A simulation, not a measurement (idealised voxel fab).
process module | voxel released beams
cross-section cut | 155 nm wide | cells 5 nm
A cross-section is a grid of square cells, given in bands from the top down. A band is one or more rows of cells.
Each band's line starts with the height of the band's top and of its bottom, in nm. Then come its materials from left to right, each with its width in nm. One material with "throughout" fills the band from edge to edge. "air" is empty space.
Height 0 is the level under which the wafer as received is all one material. The lowest band goes on downwards, as in "0 down".
A width such as "30 to 40" changes by the same amount from each row of cells to the next, from the band's top row to its bottom row.
"no change" after a step means that no cell of the cross-section changed.
closed voids: empty space of 8 cells or more with no open way to the top, each as width x height at its distance from the left edge, in nm
after a step's settings: what the simulator itself notes on the step
overlay nm, on a step with a mask: how far to the right of its planned place the mask lay; to the left if negative
plan
1 op RECEIVE | material Si
2 op CONFORMAL_DEP | material Al2O3 | thk nm 5
3 op DIRECTIONAL_DEP | material SiO2 | thk nm 10
4 op DIRECTIONAL_DEP | material aC | thk nm 15
5 op PATTERN | tone open | mask id ANCHOR | material resist | width nm 40 | thk nm 35 | overlay nm 0
6 op DIRECTIONAL_ETCH | etch materials aC | depth nm 15
7 op STRIP | etch materials resist
8 op DIRECTIONAL_ETCH | etch materials SiO2 | depth nm 10
9 op STRIP | etch materials aC
10 op CONFORMAL_DEP | material SiN | thk nm 15
11 op MASKED_ETCH | tone cover | mask id BEAM | width nm 100 | etch materials SiN | depth nm 15 | overlay nm 0
12 op STRIP | etch materials SiO2
as received, after step 1
  0 down: Si throughout
  closed voids: none
a wafer at the end: this start, this plan, one mistake
  25 to 15: air 25 | SiN 20 | air 10 | SiN 70 | air 30
  15 to 10: air 25 | SiN 100 | air 30
  10 to 0: air 30 | SiN 40 | air 85
  0 down: Si throughout
  closed voids: none
what went wrong: step 2 was left out
